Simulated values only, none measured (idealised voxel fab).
process module | voxel capacitor over wiring
cross-section cut | 300 nm wide | cells 5 nm
A cross-section is a grid of square cells, given in bands from the top down. A band is one or more rows of cells.
Each band's line starts with the height of the band's top and of its bottom, in nm. Then come its materials from left to right, each with its width in nm. One material with "throughout" fills the band from edge to edge. "air" is empty space.
Height 0 is the level under which the wafer as received is all one material. The lowest band goes on downwards, as in "0 down".
A width such as "30 to 40" changes by the same amount from each row of cells to the next, from the band's top row to its bottom row.
"no change" after a step means that no cell of the cross-section changed.
closed voids: empty space of 8 cells or more with no open way to the top, each as width x height at its distance from the left edge, in nm
after a step's settings: what the simulator itself notes on the step
overlay nm, on a step with a mask: how far to the right of its planned place the mask lay; to the left if negative
plan
1 op RECEIVE | material Si
2 op CONFORMAL_DEP | material SiO2 | thk nm 15
3 op DIRECTIONAL_DEP | material TiN | thk nm 5
4 op DIRECTIONAL_DEP | material W | thk nm 20
5 op MASKED_ETCH | tone cover | mask id METAL_1 | width nm 20 | pitch nm 85 | etch materials W | depth nm 20 | overlay nm 0
6 op MASKED_ETCH | tone cover | mask id METAL_1 | width nm 20 | pitch nm 85 | etch materials TiN | depth nm 5 | overlay nm 0
7 op CONFORMAL_DEP | material SiCN | thk nm 5
8 op FILL_DEP | material lowk | thk nm 5
9 op CMP | height nm 40
10 op CONFORMAL_DEP | material SiCN | thk nm 5
11 op DIRECTIONAL_DEP | material SiO2 | thk nm 20
12 op PATTERN | tone open | mask id PLUG_1 | material resist | width nm 15 | thk nm 20 | overlay nm 0
13 op DIRECTIONAL_ETCH | etch materials SiO2 | depth nm 20
14 op DIRECTIONAL_ETCH | etch materials SiCN | depth nm 5
15 op STRIP | etch materials resist
16 op CONFORMAL_DEP | material TiN | thk nm 5
17 op FILL_DEP | material Cu | thk nm 10
18 op CMP | height nm 65
19 op DIRECTIONAL_DEP | material TiN | thk nm 10
20 op DIRECTIONAL_DEP | material HfO2 | thk nm 5
21 op DIRECTIONAL_DEP | material TiN | thk nm 10
22 op DIRECTIONAL_DEP | material aC | thk nm 15
23 op PATTERN | tone cover | mask id UPPER_PLATE | material resist | width nm 70 | thk nm 30 | overlay nm 0
24 op DIRECTIONAL_ETCH | etch materials aC | depth nm 15
25 op STRIP | etch materials resist
26 op DIRECTIONAL_ETCH | etch materials TiN | depth nm 10
27 op DIRECTIONAL_ETCH | etch materials HfO2 | depth nm 5
28 op STRIP | etch materials aC
29 op MASKED_ETCH | tone cover | mask id LOWER_PLATE | width nm 80 | etch materials TiN | depth nm 10 | overlay nm 0
30 op FILL_DEP | material SiO2 | thk nm 15
31 op CMP | height nm 100
32 op PATTERN | tone open | mask id PLUG_2 | material resist | width nm 15 | thk nm 20 | overlay nm 0
33 op DIRECTIONAL_ETCH | etch materials SiO2 | depth nm 10
34 op STRIP | etch materials resist
35 op CONFORMAL_DEP | material TiN | thk nm 5
36 op FILL_DEP | material W | thk nm 5
37 op CMP | height nm 100
38 op CONFORMAL_DEP | material SiCN | thk nm 5
first wafer, as planned
as received, after step 1
  0 down: Si throughout
  closed voids: none
after step 2
  15 to 0: SiO2 throughout
  below 0: unchanged
after step 3
  20 to 15: TiN throughout
  below 15: unchanged
after step 4
  40 to 20: W throughout
  below 20: unchanged
after step 5
  40 to 20: air 95 | W 20 | air 65 | W 20 | air 100
  below 20: unchanged
after step 6
  40 to 20: air 95 | W 20 | air 65 | W 20 | air 100
  20 to 15: air 95 | TiN 20 | air 65 | TiN 20 | air 100
  below 15: unchanged
after step 7
  45 to 40: air 90 | SiCN 30 | air 55 | SiCN 30 | air 95
  40 to 20: air 90 | SiCN 5 | W 20 | SiCN 5 | air 55 | SiCN 5 | W 20 | SiCN 5 | air 95
  20 to 15: SiCN 95 | TiN 20 | SiCN 65 | TiN 20 | SiCN 100
  below 15: unchanged
after step 8
  50 to 45: lowk throughout
  45 to 40: lowk 90 | SiCN 30 | lowk 55 | SiCN 30 | lowk 95
  40 to 20: lowk 90 | SiCN 5 | W 20 | SiCN 5 | lowk 55 | SiCN 5 | W 20 | SiCN 5 | lowk 95
  below 20: unchanged
after step 9
  40 to 20: lowk 90 | SiCN 5 | W 20 | SiCN 5 | lowk 55 | SiCN 5 | W 20 | SiCN 5 | lowk 95
  below 20: unchanged
after step 10
  45 to 40: SiCN throughout
  below 40: unchanged
after step 11
  65 to 45: SiO2 throughout
  below 45: unchanged
after step 12
  85 to 65: resist 100 | air 15 | resist 185
  below 65: unchanged
after step 13
  85 to 65: resist 100 | air 15 | resist 185
  65 to 45: SiO2 100 | air 15 | SiO2 185
  below 45: unchanged
after step 14
  85 to 65: resist 100 | air 15 | resist 185
  65 to 45: SiO2 100 | air 15 | SiO2 185
  45 to 40: SiCN 100 | air 15 | SiCN 185
  below 40: unchanged
after step 15
  65 to 45: SiO2 100 | air 15 | SiO2 185
  below 45: unchanged
after step 16
  70 to 65: TiN 105 | air 5 | TiN 190
  65 to 45: SiO2 100 | TiN 5 | air 5 | TiN 5 | SiO2 185
  45 to 40: SiCN 100 | TiN 15 | SiCN 185
  below 40: unchanged
after step 17
  80 to 70: Cu throughout
  70 to 65: TiN 105 | Cu 5 | TiN 190
  65 to 45: SiO2 100 | TiN 5 | Cu 5 | TiN 5 | SiO2 185
  below 45: unchanged
after step 18
  65 to 45: SiO2 100 | TiN 5 | Cu 5 | TiN 5 | SiO2 185
  below 45: unchanged
after step 19
  75 to 65: TiN throughout
  below 65: unchanged
after step 20
  80 to 75: HfO2 throughout
  below 75: unchanged
after step 21
  90 to 80: TiN throughout
  below 80: unchanged
after step 22
  105 to 90: aC throughout
  below 90: unchanged
after step 23
  135 to 105: air 100 | resist 70 | air 130
  below 105: unchanged
after step 24
  120 to 105: air 100 | resist 70 | air 130
  105 to 90: air 100 | aC 70 | air 130
  below 90: unchanged
after step 25
  105 to 90: air 100 | aC 70 | air 130
  below 90: unchanged
after step 26
  105 to 90: air 100 | aC 70 | air 130
  90 to 80: air 100 | TiN 70 | air 130
  below 80: unchanged
after step 27
  105 to 90: air 100 | aC 70 | air 130
  90 to 80: air 100 | TiN 70 | air 130
  80 to 75: air 100 | HfO2 70 | air 130
  below 75: unchanged
after step 28
  90 to 80: air 100 | TiN 70 | air 130
  below 80: unchanged
after step 29
  90 to 80: air 100 | TiN 70 | air 130
  80 to 75: air 100 | HfO2 70 | air 130
  75 to 65: air 95 | TiN 80 | air 125
  below 65: unchanged
after step 30
  105 to 90: SiO2 throughout
  90 to 80: SiO2 100 | TiN 70 | SiO2 130
  80 to 75: SiO2 100 | HfO2 70 | SiO2 130
  75 to 65: SiO2 95 | TiN 80 | SiO2 125
  below 65: unchanged
after step 31
  100 to 90: SiO2 throughout
  below 90: unchanged
after step 32
  120 to 100: resist 110 | air 15 | resist 175
  below 100: unchanged
after step 33
  120 to 100: resist 110 | air 15 | resist 175
  100 to 90: SiO2 110 | air 15 | SiO2 175
  below 90: unchanged
after step 34
  100 to 90: SiO2 110 | air 15 | SiO2 175
  below 90: unchanged
after step 35
  105 to 100: TiN 115 | air 5 | TiN 180
  100 to 95: SiO2 110 | TiN 5 | air 5 | TiN 5 | SiO2 175
  95 to 90: SiO2 110 | TiN 15 | SiO2 175
  below 90: unchanged
after step 36
  110 to 105: W throughout
  105 to 100: TiN 115 | W 5 | TiN 180
  100 to 95: SiO2 110 | TiN 5 | W 5 | TiN 5 | SiO2 175
  below 95: unchanged
after step 37
  100 to 95: SiO2 110 | TiN 5 | W 5 | TiN 5 | SiO2 175
  below 95: unchanged
after step 38
  105 to 100: SiCN throughout
  below 100: unchanged
second wafer: like start, like plan, one mistake. Through step 1 it matches the first wafer
when step 2 should have ended
  30 to 0: SiO2 throughout
  below 0: unchanged
when step 3 should have ended
  35 to 30: TiN throughout
  below 30: unchanged
when step 4 should have ended
  55 to 35: W throughout
  below 35: unchanged
when step 5 should have ended
  55 to 35: air 95 | W 20 | air 65 | W 20 | air 100
  below 35: unchanged
when step 6 should have ended
  55 to 35: air 95 | W 20 | air 65 | W 20 | air 100
  35 to 30: air 95 | TiN 20 | air 65 | TiN 20 | air 100
  below 30: unchanged
when step 7 should have ended
  60 to 55: air 90 | SiCN 30 | air 55 | SiCN 30 | air 95
  55 to 35: air 90 | SiCN 5 | W 20 | SiCN 5 | air 55 | SiCN 5 | W 20 | SiCN 5 | air 95
  35 to 30: SiCN 95 | TiN 20 | SiCN 65 | TiN 20 | SiCN 100
  below 30: unchanged
when step 8 should have ended
  65 to 60: lowk throughout
  60 to 55: lowk 90 | SiCN 30 | lowk 55 | SiCN 30 | lowk 95
  55 to 35: lowk 90 | SiCN 5 | W 20 | SiCN 5 | lowk 55 | SiCN 5 | W 20 | SiCN 5 | lowk 95
  below 35: unchanged
when step 9 should have ended
  40 to 35: lowk 90 | SiCN 5 | W 20 | SiCN 5 | lowk 55 | SiCN 5 | W 20 | SiCN 5 | lowk 95
  below 35: unchanged
when step 10 should have ended
  45 to 40: SiCN throughout
  below 40: unchanged
when step 11 should have ended
  65 to 45: SiO2 throughout
  below 45: unchanged
when step 12 should have ended
  85 to 65: resist 100 | air 15 | resist 185
  below 65: unchanged
when step 13 should have ended
  85 to 65: resist 100 | air 15 | resist 185
  65 to 45: SiO2 100 | air 15 | SiO2 185
  below 45: unchanged
when step 14 should have ended
  85 to 65: resist 100 | air 15 | resist 185
  65 to 45: SiO2 100 | air 15 | SiO2 185
  45 to 40: SiCN 100 | air 15 | SiCN 185
  below 40: unchanged
when step 15 should have ended
  65 to 45: SiO2 100 | air 15 | SiO2 185
  below 45: unchanged
when step 16 should have ended
  70 to 65: TiN 105 | air 5 | TiN 190
  65 to 45: SiO2 100 | TiN 5 | air 5 | TiN 5 | SiO2 185
  45 to 40: SiCN 100 | TiN 15 | SiCN 185
  below 40: unchanged
when step 17 should have ended
  80 to 70: Cu throughout
  70 to 65: TiN 105 | Cu 5 | TiN 190
  65 to 45: SiO2 100 | TiN 5 | Cu 5 | TiN 5 | SiO2 185
  below 45: unchanged
when step 18 should have ended
  65 to 45: SiO2 100 | TiN 5 | Cu 5 | TiN 5 | SiO2 185
  below 45: unchanged
when step 19 should have ended
  75 to 65: TiN throughout
  below 65: unchanged
when step 20 should have ended
  80 to 75: HfO2 throughout
  below 75: unchanged
when step 21 should have ended
  90 to 80: TiN throughout
  below 80: unchanged
when step 22 should have ended
  105 to 90: aC throughout
  below 90: unchanged
when step 23 should have ended
  135 to 105: air 100 | resist 70 | air 130
  below 105: unchanged
when step 24 should have ended
  120 to 105: air 100 | resist 70 | air 130
  105 to 90: air 100 | aC 70 | air 130
  below 90: unchanged
when step 25 should have ended
  105 to 90: air 100 | aC 70 | air 130
  below 90: unchanged
when step 26 should have ended
  105 to 90: air 100 | aC 70 | air 130
  90 to 80: air 100 | TiN 70 | air 130
  below 80: unchanged
when step 27 should have ended
  105 to 90: air 100 | aC 70 | air 130
  90 to 80: air 100 | TiN 70 | air 130
  80 to 75: air 100 | HfO2 70 | air 130
  below 75: unchanged
when step 28 should have ended
  90 to 80: air 100 | TiN 70 | air 130
  below 80: unchanged
when step 29 should have ended
  90 to 80: air 100 | TiN 70 | air 130
  80 to 75: air 100 | HfO2 70 | air 130
  75 to 65: air 95 | TiN 80 | air 125
  below 65: unchanged
when step 30 should have ended
  105 to 90: SiO2 throughout
  90 to 80: SiO2 100 | TiN 70 | SiO2 130
  80 to 75: SiO2 100 | HfO2 70 | SiO2 130
  75 to 65: SiO2 95 | TiN 80 | SiO2 125
  below 65: unchanged
when step 31 should have ended
  100 to 90: SiO2 throughout
  below 90: unchanged
when step 32 should have ended
  120 to 100: resist 110 | air 15 | resist 175
  below 100: unchanged
when step 33 should have ended
  120 to 100: resist 110 | air 15 | resist 175
  100 to 90: SiO2 110 | air 15 | SiO2 175
  below 90: unchanged
when step 34 should have ended
  100 to 90: SiO2 110 | air 15 | SiO2 175
  below 90: unchanged
when step 35 should have ended
  105 to 100: TiN 115 | air 5 | TiN 180
  100 to 95: SiO2 110 | TiN 5 | air 5 | TiN 5 | SiO2 175
  95 to 90: SiO2 110 | TiN 15 | SiO2 175
  below 90: unchanged
when step 36 should have ended
  110 to 105: W throughout
  105 to 100: TiN 115 | W 5 | TiN 180
  100 to 95: SiO2 110 | TiN 5 | W 5 | TiN 5 | SiO2 175
  below 95: unchanged
when step 37 should have ended
  100 to 95: SiO2 110 | TiN 5 | W 5 | TiN 5 | SiO2 175
  below 95: unchanged
when step 38 should have ended
  105 to 100: SiCN throughout
  below 100: unchanged
what went wrong: step 2 was run twice
at the end the second wafer has, in cells: 12 fewer of SiCN | 180 more of SiO2 | 24 fewer of W | 144 fewer of lowk
